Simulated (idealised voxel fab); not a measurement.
Title: Process Module voxel tone inversion
We display cut, a cross-section 225 nm in width whose square cells are each 5 nm.
If you're reading a cross-section in this doc, picture square cells in a grid; it comes to you as bands, top ones listed first down to the bottom, and a band can be one or more rows of cells. The band entry comprises the height of the band's top followed by the height of its bottom, expressed in nm, and subsequently the band's materials from left to right, each stated together with its width in nm. Where a single material is marked with the word "edge to edge", that material fills the band from edge to edge. The word "air" represents empty space. Height reference: 0 = level under which incoming wafer is all one material. Lowest band: no bottom, runs on downward, e.g. "0 nm and below". Think of "30->40" as a width that walks from the first number to the second as you go down the band, top row to bottom row, taking equal-sized steps from row to row. Step note "no change occurred" = no cross-section cell changed. The list in "Sealed void inventory" covers empty spaces of 8 cells or more that cannot reach the top through any open way, and it gives each as width x height at distance; the distance is from the left edge, and width, height and distance are in nm. Post-settings text on a step line: simulator's own remark regarding the step. Regarding "overlay nm": on a step with a mask, it is the distance the mask lay to the right of its planned place; a negative value places it to the left.

## Intended process steps
- 1: RECEIVE, material Si
- 2: CONFORMAL_DEP, material SiCN, thk nm 10
- 3: DIRECTIONAL_DEP, material aC, thk nm 15
- 4: PATTERN, tone cover, mask id POSTS, material resist, width nm 20, pitch nm 40, thk nm 20, overlay nm 0
- 5: DIRECTIONAL_ETCH, etch materials aC, depth nm 15
- 6: STRIP, etch materials resist
- 7: FILL_DEP, material SiO2, thk nm 10
- 8: CMP, height nm 25
- 9: STRIP, etch materials aC
- 10: CONFORMAL_DEP, material TiN, thk nm 5
- 11: FILL_DEP, material W, thk nm 10
- 12: CMP, height nm 25
- 13: CONFORMAL_DEP, material SiN, thk nm 5

## Cross-section of the wafer at receipt, which is the condition after step 1
> 0 nm and below = Si edge to edge
> Sealed void inventory: none

## Post-module cross-section: identical start and plan to those above, one misstep in execution
> 30 nm to 25 nm = SiN edge to edge
> 25 nm to 15 nm = W: 35, TiN: 5, SiO2: 20, TiN: 5, W: 10, TiN: 5, SiO2: 20, TiN: 5, W: 10, TiN: 5, SiO2: 20, TiN: 5, W: 10, TiN: 5, SiO2: 20, TiN: 5, W: 40
> 15 nm to 10 nm = TiN: 40, SiO2: 20, TiN: 20, SiO2: 20, TiN: 20, SiO2: 20, TiN: 20, SiO2: 20, TiN: 45
> 10 nm to 0 nm = SiCN edge to edge
> 0 nm and below = Si edge to edge
> Sealed void inventory: none
What went wrong in running the wafer? step 4 was not run as planned; what actually ran was PATTERN, tone open, mask id POSTS, material resist, width nm 20, pitch nm 40, thk nm 20, overlay nm 0
